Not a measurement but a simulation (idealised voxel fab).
This section sets out a process module, namely voxel gate over fins.
We display cut, a cross-section 140 nm in width whose square cells are each 5 nm.
Cross-sections here: square-cell grids, written as top-down lists of bands, a band being one or more rows of cells.
A band entry consists of two parts. The first gives the height of the band's top and the height of its bottom, in nm. The rest lists the band's materials from left to right, each with its width in nm. A single material labelled with the word "everywhere" fills the band from edge to edge, and the word "blank" marks empty space.
Height reference: 0 = level under which incoming wafer is all one material. Lowest band: no bottom, runs on downward, e.g. "from 0 down".
Graded width ("30..40"): value in top row of band = first number; value in bottom row = second number; row-to-row change constant.
When a step is marked "remains unaltered", none of the cells in the cross-section changed during that step.
"Fully enclosed voids" means: voids of 8 cells or more that are shut off from the top with no open way through. Written width x height at distance, distance from the left edge, in nm.
Heads up: the bit after the settings on a step's line is the simulator's remark on that step.
On any step carrying a mask, the "overlay nm" setting, if present on the step's line, tells how far right of its planned place the mask lay; negative values point to the left.
Guide to the pairs. Each holds a before and an after cross-section around one process step; the after cross-section is cut off at the lowest band that changed. Look under the pair for the step between them and its settings. Pairs can come from different runs of this module on the same starting wafer, so a pair follows on from the one above it only where its entry headed "Pre-step snapshot" says it does.

Pre-step snapshot
- from 0 down  Si everywhere
- Fully enclosed voids: none

Resulting Structure
- from 5 to 0  SiN everywhere
- Whatever lies below 0 is exactly as it was before.
- Fully enclosed voids: none
the step between: op CONFORMAL_DEP | material SiN | thk nm 5

Pre-step snapshot: just use the after drawing of the pair above as your starting point.

Resulting Structure
- from 25 to 5  blank 30 nm / resist 15 nm / blank 45 nm / resist 15 nm / blank 35 nm
- Whatever lies below 5 is exactly as it was before.
- Fully enclosed voids: none
the step between: op PATTERN | tone cover | mask id FINS | material resist | width nm 15 | pitch nm 60 | thk nm 20 | overlay nm 0

Pre-step snapshot: just use the after drawing of the pair above as your starting point.

Resulting Structure
- from 25 to 5  blank 30 nm / resist 15 nm / blank 45 nm / resist 15 nm / blank 35 nm
- from 5 to 0  blank 30 nm / SiN 15 nm / blank 45 nm / SiN 15 nm / blank 35 nm
- Whatever lies below 0 is exactly as it was before.
- Fully enclosed voids: none
the step between: op DIRECTIONAL_ETCH | etch materials SiN | depth nm 5

Pre-step snapshot: just use the after drawing of the pair above as your starting point.

Resulting Structure
- from 25 to 5  blank 30 nm / resist 15 nm / blank 45 nm / resist 15 nm / blank 35 nm
- from 5 to 0  blank 30 nm / SiN 15 nm / blank 45 nm / SiN 15 nm / blank 35 nm
- from 0 to -40  blank 30 nm / Si 15 nm / blank 45 nm / Si 15 nm / blank 35 nm
- Whatever lies below -40 is exactly as it was before.
- Fully enclosed voids: none
the step between: op DIRECTIONAL_ETCH | etch materials Si | depth nm 40

Pre-step snapshot: just use the after drawing of the pair above as your starting point.

Resulting Structure
- from 5 to 0  blank 30 nm / SiN 15 nm / blank 45 nm / SiN 15 nm / blank 35 nm
- Whatever lies below 0 is exactly as it was before.
- Fully enclosed voids: none
the step between: op STRIP | etch materials resist

Pre-step snapshot: just use the after drawing of the pair above as your starting point.

Resulting Structure
- from 5 to 0  blank 30 nm / SiN 15 nm / blank 45 nm / SiN 15 nm / blank 35 nm
- from 0 to -40  blank 30 nm / SiO2 5 nm / Si 5 nm / SiO2 5 nm / blank 45 nm / SiO2 5 nm / Si 5 nm / SiO2 5 nm / blank 35 nm
- from -40 to -45  SiO2 35 nm / Si 5 nm / SiO2 55 nm / Si 5 nm / SiO2 40 nm
- Whatever lies below -45 is exactly as it was before.
- Fully enclosed voids: none
the step between: op OXIDIZE | depth nm 5

Pre-step snapshot: just use the after drawing of the pair above as your starting point.

Resulting Structure
- from 20 to 5  SiO2 everywhere
- from 5 to 0  SiO2 30 nm / SiN 15 nm / SiO2 45 nm / SiN 15 nm / SiO2 35 nm
- from 0 to -45  SiO2 35 nm / Si 5 nm / SiO2 55 nm / Si 5 nm / SiO2 40 nm
- Whatever lies below -45 is exactly as it was before.
- Fully enclosed voids: none
the step between: op FILL_DEP | material SiO2 | thk nm 15

Pre-step snapshot: just use the after drawing of the pair above as your starting point.

Resulting Structure
- from 5 to 0  SiO2 30 nm / SiN 15 nm / SiO2 45 nm / SiN 15 nm / SiO2 35 nm
- Whatever lies below 0 is exactly as it was before.
- Fully enclosed voids: none
the step between: op CMP | height nm 5

Pre-step snapshot: just use the after drawing of the pair above as your starting point.

Resulting Structure
- from 20 to 5  resist 60 nm / blank 15 nm / resist 65 nm
- Whatever lies below 5 is exactly as it was before.
- Fully enclosed voids: none
the step between: op PATTERN | tone open | mask id RAIL | material resist | width nm 15 | thk nm 15 | overlay nm 0

Pre-step snapshot: just use the after drawing of the pair above as your starting point.

Resulting Structure
- from 20 to 5  resist 60 nm / blank 15 nm / resist 65 nm
- from 5 to 0  SiO2 30 nm / SiN 15 nm / SiO2 15 nm / blank 15 nm / SiO2 15 nm / SiN 15 nm / SiO2 35 nm
- from 0 to -35  SiO2 35 nm / Si 5 nm / SiO2 20 nm / blank 15 nm / SiO2 20 nm / Si 5 nm / SiO2 40 nm
- Whatever lies below -35 is exactly as it was before.
- Fully enclosed voids: none
the step between: op DIRECTIONAL_ETCH | etch materials SiO2 | depth nm 40

Pre-step snapshot: just use the after drawing of the pair above as your starting point.

Resulting Structure
- from 5 to 0  SiO2 30 nm / SiN 15 nm / SiO2 15 nm / blank 15 nm / SiO2 15 nm / SiN 15 nm / SiO2 35 nm
- Whatever lies below 0 is exactly as it was before.
- Fully enclosed voids: none
the step between: op STRIP | etch materials resist

Pre-step snapshot: just use the after drawing of the pair above as your starting point.

Resulting Structure
- from 10 to 5  TiN 65 nm / blank 5 nm / TiN 70 nm
- from 5 to 0  SiO2 30 nm / SiN 15 nm / SiO2 15 nm / TiN 5 nm / blank 5 nm / TiN 5 nm / SiO2 15 nm / SiN 15 nm / SiO2 35 nm
- from 0 to -30  SiO2 35 nm / Si 5 nm / SiO2 20 nm / TiN 5 nm / blank 5 nm / TiN 5 nm / SiO2 20 nm / Si 5 nm / SiO2 40 nm
- from -30 to -35  SiO2 35 nm / Si 5 nm / SiO2 20 nm / TiN 15 nm / SiO2 20 nm / Si 5 nm / SiO2 40 nm
- Whatever lies below -35 is exactly as it was before.
- Fully enclosed voids: none
the step between: op CONFORMAL_DEP | material TiN | thk nm 5

Pre-step snapshot: just use the after drawing of the pair above as your starting point.

Resulting Structure
- from 20 to 10  W everywhere
- from 10 to 5  TiN 65 nm / W 5 nm / TiN 70 nm
- from 5 to 0  SiO2 30 nm / SiN 15 nm / SiO2 15 nm / TiN 5 nm / W 5 nm / TiN 5 nm / SiO2 15 nm / SiN 15 nm / SiO2 35 nm
- from 0 to -30  SiO2 35 nm / Si 5 nm / SiO2 20 nm / TiN 5 nm / W 5 nm / TiN 5 nm / SiO2 20 nm / Si 5 nm / SiO2 40 nm
- Whatever lies below -30 is exactly as it was before.
- Fully enclosed voids: none
the step between: op FILL_DEP | material W | thk nm 10

Pre-step snapshot: just use the after drawing of the pair above as your starting point.

Resulting Structure
- from 5 to 0  SiO2 30 nm / SiN 15 nm / SiO2 15 nm / TiN 5 nm / W 5 nm / TiN 5 nm / SiO2 15 nm / SiN 15 nm / SiO2 35 nm
- Whatever lies below 0 is exactly as it was before.
- Fully enclosed voids: none
the step between: op CMP | height nm 5

Pre-step snapshot: just use the after drawing of the pair above as your starting point.

Resulting Structure
- from 5 to 0  SiO2 30 nm / SiN 15 nm / SiO2 15 nm / blank 15 nm / SiO2 15 nm / SiN 15 nm / SiO2 35 nm
- from 0 to -15  SiO2 35 nm / Si 5 nm / SiO2 20 nm / blank 15 nm / SiO2 20 nm / Si 5 nm / SiO2 40 nm
- Whatever lies below -15 is exactly as it was before.
- Fully enclosed voids: none
the step between: op SELECTIVE_ETCH | etch materials W Ru TiN | depth nm 20

Pre-step snapshot: just use the after drawing of the pair above as your starting point.

Resulting Structure
- from 10 to 5  SiO2 everywhere
- from 5 to 0  SiO2 30 nm / SiN 15 nm / SiO2 45 nm / SiN 15 nm / SiO2 35 nm
- from 0 to -15  SiO2 35 nm / Si 5 nm / SiO2 55 nm / Si 5 nm / SiO2 40 nm
- Whatever lies below -15 is exactly as it was before.
- Fully enclosed voids: none
the step between: op FILL_DEP | material SiO2 | thk nm 5

Pre-step snapshot: just use the after drawing of the pair above as your starting point.

Resulting Structure
- from 5 to 0  SiO2 30 nm / SiN 15 nm / SiO2 45 nm / SiN 15 nm / SiO2 35 nm
- Whatever lies below 0 is exactly as it was before.
- Fully enclosed voids: none
the step between: op CMP | height nm 5

Pre-step snapshot: just use the after drawing of the pair above as your starting point.

Resulting Structure
- from 5 to 0  blank 30 nm / SiN 15 nm / blank 45 nm / SiN 15 nm / blank 35 nm
- from 0 to -10  blank 35 nm / Si 5 nm / blank 55 nm / Si 5 nm / blank 40 nm
- Whatever lies below -10 is exactly as it was before.
- Fully enclosed voids: none
the step between: op SELECTIVE_ETCH | etch materials SiO2 | depth nm 15

Pre-step snapshot: just use the after drawing of the pair above as your starting point.

Resulting Structure
- from 0 to -10  blank 35 nm / Si 5 nm / blank 55 nm / Si 5 nm / blank 40 nm
- Whatever lies below -10 is exactly as it was before.
- Fully enclosed voids: none
the step between: op STRIP | etch materials SiN

Pre-step snapshot: just use the after drawing of the pair above as your starting point.

Resulting Structure
- from 5 to 0  blank 30 nm / HfO2 15 nm / blank 45 nm / HfO2 15 nm / blank 35 nm
- from 0 to -5  blank 30 nm / HfO2 5 nm / Si 5 nm / HfO2 5 nm / blank 45 nm / HfO2 5 nm / Si 5 nm / HfO2 5 nm / blank 35 nm
- from -5 to -10  HfO2 35 nm / Si 5 nm / HfO2 55 nm / Si 5 nm / HfO2 40 nm
- Whatever lies below -10 is exactly as it was before.
- Fully enclosed voids: none
the step between: op CONFORMAL_DEP | material HfO2 | thk nm 5

Pre-step snapshot: just use the after drawing of the pair above as your starting point.

Resulting Structure
- from 10 to 5  blank 25 nm / TiN 25 nm / blank 35 nm / TiN 25 nm / blank 30 nm
- from 5 to 0  blank 25 nm / TiN 5 nm / HfO2 15 nm / TiN 5 nm / blank 35 nm / TiN 5 nm / HfO2 15 nm / TiN 5 nm / blank 30 nm
- from 0 to -5  TiN 30 nm / HfO2 5 nm / Si 5 nm / HfO2 5 nm / TiN 45 nm / HfO2 5 nm / Si 5 nm / HfO2 5 nm / TiN 35 nm
- Whatever lies below -5 is exactly as it was before.
- Fully enclosed voids: none
the step between: op CONFORMAL_DEP | material TiN | thk nm 5

Pre-step snapshot: just use the after drawing of the pair above as your starting point.

Resulting Structure
- from 15 to 10  blank 20 nm / TiAl 35 nm / blank 25 nm / TiAl 35 nm / blank 25 nm
- from 10 to 5  blank 20 nm / TiAl 5 nm / TiN 25 nm / TiAl 5 nm / blank 25 nm / TiAl 5 nm / TiN 25 nm / TiAl 5 nm / blank 25 nm
- from 5 to 0  TiAl 25 nm / TiN 5 nm / HfO2 15 nm / TiN 5 nm / TiAl 35 nm / TiN 5 nm / HfO2 15 nm / TiN 5 nm / TiAl 30 nm
- Whatever lies below 0 is exactly as it was before.
- Fully enclosed voids: none
the step between: op CONFORMAL_DEP | material TiAl | thk nm 5

Pre-step snapshot: just use the after drawing of the pair above as your starting point.

Resulting Structure
- from 20 to 15  blank 15 nm / TiN 45 nm / blank 15 nm / TiN 45 nm / blank 20 nm
- from 15 to 10  blank 15 nm / TiN 5 nm / TiAl 35 nm / TiN 5 nm / blank 15 nm / TiN 5 nm / TiAl 35 nm / TiN 5 nm / blank 20 nm
- from 10 to 5  TiN 20 nm / TiAl 5 nm / TiN 25 nm / TiAl 5 nm / TiN 25 nm / TiAl 5 nm / TiN 25 nm / TiAl 5 nm / TiN 25 nm
- Whatever lies below 5 is exactly as it was before.
- Fully enclosed voids: none
the step between: op CONFORMAL_DEP | material TiN | thk nm 5

Pre-step snapshot: just use the after drawing of the pair above as your starting point.

Resulting Structure
- from 30 to 20  W everywhere
- from 20 to 15  W 15 nm / TiN 45 nm / W 15 nm / TiN 45 nm / W 20 nm
- from 15 to 10  W 15 nm / TiN 5 nm / TiAl 35 nm / TiN 5 nm / W 15 nm / TiN 5 nm / TiAl 35 nm / TiN 5 nm / W 20 nm
- Whatever lies below 10 is exactly as it was before.
- Fully enclosed voids: none
the step between: op FILL_DEP | material W | thk nm 10

Pre-step snapshot: just use the after drawing of the pair above as your starting point.

Resulting Structure
- from 25 to 20  W everywhere
- Whatever lies below 20 is exactly as it was before.
- Fully enclosed voids: none
the step between: op CMP | height nm 25

Pre-step snapshot: just use the after drawing of the pair above as your starting point.

Resulting Structure
- from 35 to 25  SiCN everywhere
- Whatever lies below 25 is exactly as it was before.
- Fully enclosed voids: none
the step between: op CONFORMAL_DEP | material SiCN | thk nm 10

Pre-step snapshot
- from 10 to 5  blank 25 nm / TiN 25 nm / blank 35 nm / TiN 25 nm / blank 30 nm
- from 5 to 0  blank 25 nm / TiN 5 nm / HfO2 15 nm / TiN 5 nm / blank 35 nm / TiN 5 nm / HfO2 15 nm / TiN 5 nm / blank 30 nm
- from 0 to -5  TiN 30 nm / HfO2 5 nm / Si 5 nm / HfO2 5 nm / TiN 45 nm / HfO2 5 nm / Si 5 nm / HfO2 5 nm / TiN 35 nm
- from -5 to -10  HfO2 35 nm / Si 5 nm / HfO2 55 nm / Si 5 nm / HfO2 40 nm
- from -10 to -15  SiO2 35 nm / Si 5 nm / SiO2 55 nm / Si 5 nm / SiO2 40 nm
- from -15 to -30  SiO2 35 nm / Si 5 nm / SiO2 20 nm / TiN 5 nm / W 5 nm / TiN 5 nm / SiO2 20 nm / Si 5 nm / SiO2 40 nm
- from -30 to -35  SiO2 35 nm / Si 5 nm / SiO2 20 nm / TiN 15 nm / SiO2 20 nm / Si 5 nm / SiO2 40 nm
- from -35 to -45  SiO2 35 nm / Si 5 nm / SiO2 55 nm / Si 5 nm / SiO2 40 nm
- from -45 down  Si everywhere
- Fully enclosed voids: none

Resulting Structure
- from 15 to 5  blank 20 nm / TiN 35 nm / blank 25 nm / TiN 35 nm / blank 25 nm
- from 5 to 0  TiN 30 nm / HfO2 15 nm / TiN 45 nm / HfO2 15 nm / TiN 35 nm
- Whatever lies below 0 is exactly as it was before.
- Fully enclosed voids: none
the step between: op CONFORMAL_DEP | material TiN | thk nm 5

Pre-step snapshot: just use the after drawing of the pair above as your starting point.

Resulting Structure
- from 25 to 15  W everywhere
- from 15 to 5  W 20 nm / TiN 35 nm / W 25 nm / TiN 35 nm / W 25 nm
- Whatever lies below 5 is exactly as it was before.
- Fully enclosed voids: none
the step between: op FILL_DEP | material W | thk nm 10

Pre-step snapshot: just use the after drawing of the pair above as your starting point.

Resulting Structure
- from 35 to 25  SiCN everywhere
- Whatever lies below 25 is exactly as it was before.
- Fully enclosed voids: none
the step between: op CONFORMAL_DEP | material SiCN | thk nm 10

Pre-step snapshot
- from 5 to 0  blank 30 nm / SiN 15 nm / blank 45 nm / SiN 15 nm / blank 35 nm
- from 0 to -10  blank 35 nm / Si 5 nm / blank 55 nm / Si 5 nm / blank 40 nm
- from -10 to -15  SiO2 35 nm / Si 5 nm / SiO2 55 nm / Si 5 nm / SiO2 40 nm
- from -15 to -30  SiO2 35 nm / Si 5 nm / SiO2 20 nm / TiN 5 nm / W 5 nm / TiN 5 nm / SiO2 20 nm / Si 5 nm / SiO2 40 nm
- from -30 to -35  SiO2 35 nm / Si 5 nm / SiO2 20 nm / TiN 15 nm / SiO2 20 nm / Si 5 nm / SiO2 40 nm
- from -35 to -45  SiO2 35 nm / Si 5 nm / SiO2 55 nm / Si 5 nm / SiO2 40 nm
- from -45 down  Si everywhere
- Fully enclosed voids: none

Resulting Structure
- from 5 to 0  blank 30 nm / SiN 15 nm / blank 45 nm / SiN 15 nm / blank 35 nm
- from 0 to -15  blank 35 nm / Si 5 nm / blank 55 nm / Si 5 nm / blank 40 nm
- from -15 to -25  blank 35 nm / Si 5 nm / blank 20 nm / TiN 5 nm / W 5 nm / TiN 5 nm / blank 20 nm / Si 5 nm / blank 40 nm
- Whatever lies below -25 is exactly as it was before.
- Fully enclosed voids: none
the step between: op SELECTIVE_ETCH | etch materials SiO2 | depth nm 15

Pre-step snapshot: just use the after drawing of the pair above as your starting point.

Resulting Structure
- from 0 to -15  blank 35 nm / Si 5 nm / blank 55 nm / Si 5 nm / blank 40 nm
- Whatever lies below -15 is exactly as it was before.
- Fully enclosed voids: none
the step between: op STRIP | etch materials SiN

Pre-step snapshot: just use the after drawing of the pair above as your starting point.

Resulting Structure
- from 5 to 0  blank 30 nm / HfO2 15 nm / blank 45 nm / HfO2 15 nm / blank 35 nm
- from 0 to -10  blank 30 nm / HfO2 5 nm / Si 5 nm / HfO2 5 nm / blank 45 nm / HfO2 5 nm / Si 5 nm / HfO2 5 nm / blank 35 nm
- from -10 to -15  blank 30 nm / HfO2 5 nm / Si 5 nm / HfO2 5 nm / blank 10 nm / HfO2 25 nm / blank 10 nm / HfO2 5 nm / Si 5 nm / HfO2 5 nm / blank 35 nm
- from -15 to -20  blank 30 nm / HfO2 5 nm / Si 5 nm / HfO2 5 nm / blank 10 nm / HfO2 5 nm / TiN 5 nm / W 5 nm / TiN 5 nm / HfO2 5 nm / blank 10 nm / HfO2 5 nm / Si 5 nm / HfO2 5 nm / blank 35 nm
- from -20 to -25  HfO2 35 nm / Si 5 nm / HfO2 20 nm / TiN 5 nm / W 5 nm / TiN 5 nm / HfO2 20 nm / Si 5 nm / HfO2 40 nm
- Whatever lies below -25 is exactly as it was before.
- Fully enclosed voids: none
the step between: op CONFORMAL_DEP | material HfO2 | thk nm 5

Pre-step snapshot: just use the after drawing of the pair above as your starting point.

Resulting Structure
- from 10 to 5  blank 25 nm / TiN 25 nm / blank 35 nm / TiN 25 nm / blank 30 nm
- from 5 to 0  blank 25 nm / TiN 5 nm / HfO2 15 nm / TiN 5 nm / blank 35 nm / TiN 5 nm / HfO2 15 nm / TiN 5 nm / blank 30 nm
- from 0 to -5  blank 25 nm / TiN 5 nm / HfO2 5 nm / Si 5 nm / HfO2 5 nm / TiN 5 nm / blank 35 nm / TiN 5 nm / HfO2 5 nm / Si 5 nm / HfO2 5 nm / TiN 5 nm / blank 30 nm
- from -5 to -10  blank 25 nm / TiN 5 nm / HfO2 5 nm / Si 5 nm / HfO2 5 nm / TiN 45 nm / HfO2 5 nm / Si 5 nm / HfO2 5 nm / TiN 5 nm / blank 30 nm
- from -10 to -15  blank 25 nm / TiN 5 nm / HfO2 5 nm / Si 5 nm / HfO2 5 nm / TiN 10 nm / HfO2 25 nm / TiN 10 nm / HfO2 5 nm / Si 5 nm / HfO2 5 nm / TiN 5 nm / blank 30 nm
- from -15 to -20  TiN 30 nm / HfO2 5 nm / Si 5 nm / HfO2 5 nm / TiN 10 nm / HfO2 5 nm / TiN 5 nm / W 5 nm / TiN 5 nm / HfO2 5 nm / TiN 10 nm / HfO2 5 nm / Si 5 nm / HfO2 5 nm / TiN 35 nm
- Whatever lies below -20 is exactly as it was before.
- Fully enclosed voids: none
the step between: op CONFORMAL_DEP | material TiN | thk nm 5

Pre-step snapshot: just use the after drawing of the pair above as your starting point.

Resulting Structure
- from 15 to 10  blank 20 nm / TiAl 35 nm / blank 25 nm / TiAl 35 nm / blank 25 nm
- from 10 to 5  blank 20 nm / TiAl 5 nm / TiN 25 nm / TiAl 5 nm / blank 25 nm / TiAl 5 nm / TiN 25 nm / TiAl 5 nm / blank 25 nm
- from 5 to 0  blank 20 nm / TiAl 5 nm / TiN 5 nm / HfO2 15 nm / TiN 5 nm / TiAl 5 nm / blank 25 nm / TiAl 5 nm / TiN 5 nm / HfO2 15 nm / TiN 5 nm / TiAl 5 nm / blank 25 nm
- from 0 to -5  blank 20 nm / TiAl 5 nm / TiN 5 nm / HfO2 5 nm / Si 5 nm / HfO2 5 nm / TiN 5 nm / TiAl 35 nm / TiN 5 nm / HfO2 5 nm / Si 5 nm / HfO2 5 nm / TiN 5 nm / TiAl 5 nm / blank 25 nm
- from -5 to -10  blank 20 nm / TiAl 5 nm / TiN 5 nm / HfO2 5 nm / Si 5 nm / HfO2 5 nm / TiN 45 nm / HfO2 5 nm / Si 5 nm / HfO2 5 nm / TiN 5 nm / TiAl 5 nm / blank 25 nm
- from -10 to -15  TiAl 25 nm / TiN 5 nm / HfO2 5 nm / Si 5 nm / HfO2 5 nm / TiN 10 nm / HfO2 25 nm / TiN 10 nm / HfO2 5 nm / Si 5 nm / HfO2 5 nm / TiN 5 nm / TiAl 30 nm
- Whatever lies below -15 is exactly as it was before.
- Fully enclosed voids: none
the step between: op CONFORMAL_DEP | material TiAl | thk nm 5

Pre-step snapshot: just use the after drawing of the pair above as your starting point.

Resulting Structure
- from 20 to 15  blank 15 nm / TiN 45 nm / blank 15 nm / TiN 45 nm / blank 20 nm
- from 15 to 10  blank 15 nm / TiN 5 nm / TiAl 35 nm / TiN 5 nm / blank 15 nm / TiN 5 nm / TiAl 35 nm / TiN 5 nm / blank 20 nm
- from 10 to 5  blank 15 nm / TiN 5 nm / TiAl 5 nm / TiN 25 nm / TiAl 5 nm / TiN 5 nm / blank 15 nm / TiN 5 nm / TiAl 5 nm / TiN 25 nm / TiAl 5 nm / TiN 5 nm / blank 20 nm
- from 5 to 0  blank 15 nm / TiN 5 nm / TiAl 5 nm / TiN 5 nm / HfO2 15 nm / TiN 5 nm / TiAl 5 nm / TiN 25 nm / TiAl 5 nm / TiN 5 nm / HfO2 15 nm / TiN 5 nm / TiAl 5 nm / TiN 5 nm / blank 20 nm
- from 0 to -5  blank 15 nm / TiN 5 nm / TiAl 5 nm / TiN 5 nm / HfO2 5 nm / Si 5 nm / HfO2 5 nm / TiN 5 nm / TiAl 35 nm / TiN 5 nm / HfO2 5 nm / Si 5 nm / HfO2 5 nm / TiN 5 nm / TiAl 5 nm / TiN 5 nm / blank 20 nm
- from -5 to -10  TiN 20 nm / TiAl 5 nm / TiN 5 nm / HfO2 5 nm / Si 5 nm / HfO2 5 nm / TiN 45 nm / HfO2 5 nm / Si 5 nm / HfO2 5 nm / TiN 5 nm / TiAl 5 nm / TiN 25 nm
- Whatever lies below -10 is exactly as it was before.
- Fully enclosed voids: none
the step between: op CONFORMAL_DEP | material TiN | thk nm 5

Pre-step snapshot: just use the after drawing of the pair above as your starting point.

Resulting Structure
- from 30 to 20  W everywhere
- from 20 to 15  W 15 nm / TiN 45 nm / W 15 nm / TiN 45 nm / W 20 nm
- from 15 to 10  W 15 nm / TiN 5 nm / TiAl 35 nm / TiN 5 nm / W 15 nm / TiN 5 nm / TiAl 35 nm / TiN 5 nm / W 20 nm
- from 10 to 5  W 15 nm / TiN 5 nm / TiAl 5 nm / TiN 25 nm / TiAl 5 nm / TiN 5 nm / W 15 nm / TiN 5 nm / TiAl 5 nm / TiN 25 nm / TiAl 5 nm / TiN 5 nm / W 20 nm
- from 5 to 0  W 15 nm / TiN 5 nm / TiAl 5 nm / TiN 5 nm / HfO2 15 nm / TiN 5 nm / TiAl 5 nm / TiN 25 nm / TiAl 5 nm / TiN 5 nm / HfO2 15 nm / TiN 5 nm / TiAl 5 nm / TiN 5 nm / W 20 nm
- from 0 to -5  W 15 nm / TiN 5 nm / TiAl 5 nm / TiN 5 nm / HfO2 5 nm / Si 5 nm / HfO2 5 nm / TiN 5 nm / TiAl 35 nm / TiN 5 nm / HfO2 5 nm / Si 5 nm / HfO2 5 nm / TiN 5 nm / TiAl 5 nm / TiN 5 nm / W 20 nm
- Whatever lies below -5 is exactly as it was before.
- Fully enclosed voids: none
the step between: op FILL_DEP | material W | thk nm 10

Pre-step snapshot: just use the after drawing of the pair above as your starting point.

Resulting Structure
- from 25 to 20  W everywhere
- Whatever lies below 20 is exactly as it was before.
- Fully enclosed voids: none
the step between: op CMP | height nm 25

Pre-step snapshot: just use the after drawing of the pair above as your starting point.

Resulting Structure
- from 35 to 25  SiCN everywhere
- Whatever lies below 25 is exactly as it was before.
- Fully enclosed voids: none
the step between: op CONFORMAL_DEP | material SiCN | thk nm 10

Pre-step snapshot
- from 5 to 0  blank 30 nm / HfO2 15 nm / blank 45 nm / HfO2 15 nm / blank 35 nm
- from 0 to -5  blank 30 nm / HfO2 5 nm / Si 5 nm / HfO2 5 nm / blank 45 nm / HfO2 5 nm / Si 5 nm / HfO2 5 nm / blank 35 nm
- from -5 to -10  HfO2 35 nm / Si 5 nm / HfO2 55 nm / Si 5 nm / HfO2 40 nm
- from -10 to -15  SiO2 35 nm / Si 5 nm / SiO2 55 nm / Si 5 nm / SiO2 40 nm
- from -15 to -30  SiO2 35 nm / Si 5 nm / SiO2 20 nm / TiN 5 nm / W 5 nm / TiN 5 nm / SiO2 20 nm / Si 5 nm / SiO2 40 nm
- from -30 to -35  SiO2 35 nm / Si 5 nm / SiO2 20 nm / TiN 15 nm / SiO2 20 nm / Si 5 nm / SiO2 40 nm
- from -35 to -45  SiO2 35 nm / Si 5 nm / SiO2 55 nm / Si 5 nm / SiO2 40 nm
- from -45 down  Si everywhere
- Fully enclosed voids: none

Resulting Structure
- from 10 to 5  blank 25 nm / TiAl 25 nm / blank 35 nm / TiAl 25 nm / blank 30 nm
- from 5 to 0  blank 25 nm / TiAl 5 nm / HfO2 15 nm / TiAl 5 nm / blank 35 nm / TiAl 5 nm / HfO2 15 nm / TiAl 5 nm / blank 30 nm
- from 0 to -5  TiAl 30 nm / HfO2 5 nm / Si 5 nm / HfO2 5 nm / TiAl 45 nm / HfO2 5 nm / Si 5 nm / HfO2 5 nm / TiAl 35 nm
- Whatever lies below -5 is exactly as it was before.
- Fully enclosed voids: none
the step between: op CONFORMAL_DEP | material TiAl | thk nm 5

Pre-step snapshot: just use the after drawing of the pair above as your starting point.

Resulting Structure
- from 15 to 10  blank 20 nm / TiN 35 nm / blank 25 nm / TiN 35 nm / blank 25 nm
- from 10 to 5  blank 20 nm / TiN 5 nm / TiAl 25 nm / TiN 5 nm / blank 25 nm / TiN 5 nm / TiAl 25 nm / TiN 5 nm / blank 25 nm
- from 5 to 0  TiN 25 nm / TiAl 5 nm / HfO2 15 nm / TiAl 5 nm / TiN 35 nm / TiAl 5 nm / HfO2 15 nm / TiAl 5 nm / TiN 30 nm
- Whatever lies below 0 is exactly as it was before.
- Fully enclosed voids: none
the step between: op CONFORMAL_DEP | material TiN | thk nm 5

Pre-step snapshot: just use the after drawing of the pair above as your starting point.

Resulting Structure
- from 20 to 10  blank 15 nm / TiN 45 nm / blank 15 nm / TiN 45 nm / blank 20 nm
- from 10 to 5  TiN 25 nm / TiAl 25 nm / TiN 35 nm / TiAl 25 nm / TiN 30 nm
- Whatever lies below 5 is exactly as it was before.
- Fully enclosed voids: none
the step between: op CONFORMAL_DEP | material TiN | thk nm 5

Pre-step snapshot: just use the after drawing of the pair above as your starting point.

Resulting Structure
- from 30 to 20  W everywhere
- from 20 to 10  W 15 nm / TiN 45 nm / W 15 nm / TiN 45 nm / W 20 nm
- Whatever lies below 10 is exactly as it was before.
- Fully enclosed voids: none
the step between: op FILL_DEP | material W | thk nm 10

Pre-step snapshot: just use the after drawing of the pair above as your starting point.

Resulting Structure
- from 25 to 20  W everywhere
- Whatever lies below 20 is exactly as it was before.
- Fully enclosed voids: none
the step between: op CMP | height nm 25

Pre-step snapshot: just use the after drawing of the pair above as your starting point.

Resulting Structure
- from 35 to 25  SiCN everywhere
- Whatever lies below 25 is exactly as it was before.
- Fully enclosed voids: none
the step between: op CONFORMAL_DEP | material SiCN | thk nm 10

Pre-step snapshot
- from 25 to 20  W everywhere
- from 20 to 15  W 15 nm / TiN 45 nm / W 15 nm / TiN 45 nm / W 20 nm
- from 15 to 10  W 15 nm / TiN 5 nm / TiAl 35 nm / TiN 5 nm / W 15 nm / TiN 5 nm / TiAl 35 nm / TiN 5 nm / W 20 nm
- from 10 to 5  TiN 20 nm / TiAl 5 nm / TiN 25 nm / TiAl 5 nm / TiN 25 nm / TiAl 5 nm / TiN 25 nm / TiAl 5 nm / TiN 25 nm
- from 5 to 0  TiAl 25 nm / TiN 5 nm / HfO2 15 nm / TiN 5 nm / TiAl 35 nm / TiN 5 nm / HfO2 15 nm / TiN 5 nm / TiAl 30 nm
- from 0 to -5  TiN 30 nm / HfO2 5 nm / Si 5 nm / HfO2 5 nm / TiN 45 nm / HfO2 5 nm / Si 5 nm / HfO2 5 nm / TiN 35 nm
- from -5 to -10  HfO2 35 nm / Si 5 nm / HfO2 55 nm / Si 5 nm / HfO2 40 nm
- from -10 to -15  SiO2 35 nm / Si 5 nm / SiO2 55 nm / Si 5 nm / SiO2 40 nm
- from -15 to -30  SiO2 35 nm / Si 5 nm / SiO2 20 nm / TiN 5 nm / W 5 nm / TiN 5 nm / SiO2 20 nm / Si 5 nm / SiO2 40 nm
- from -30 to -35  SiO2 35 nm / Si 5 nm / SiO2 20 nm / TiN 15 nm / SiO2 20 nm / Si 5 nm / SiO2 40 nm
- from -35 to -45  SiO2 35 nm / Si 5 nm / SiO2 55 nm / Si 5 nm / SiO2 40 nm
- from -45 down  Si everywhere
- Fully enclosed voids: none

Resulting Structure
- from 40 to 25  SiCN everywhere
- Whatever lies below 25 is exactly as it was before.
- Fully enclosed voids: none
the step between: op CONFORMAL_DEP | material SiCN | thk nm 15

Pre-step snapshot
- from 5 to 0  SiN everywhere
- from 0 down  Si everywhere
- Fully enclosed voids: none

Resulting Structure
- from 25 to 5  blank 30 nm / resist 20 nm / blank 40 nm / resist 20 nm / blank 30 nm
- Whatever lies below 5 is exactly as it was before.
- Fully enclosed voids: none
the step between: op PATTERN | tone cover | mask id FINS | material resist | width nm 20 | pitch nm 60 | thk nm 20 | overlay nm 0

Pre-step snapshot: just use the after drawing of the pair above as your starting point.

Resulting Structure
- from 25 to 5  blank 30 nm / resist 20 nm / blank 40 nm / resist 20 nm / blank 30 nm
- from 5 to 0  blank 30 nm / SiN 20 nm / blank 40 nm / SiN 20 nm / blank 30 nm
- Whatever lies below 0 is exactly as it was before.
- Fully enclosed voids: none
the step between: op DIRECTIONAL_ETCH | etch materials SiN | depth nm 5
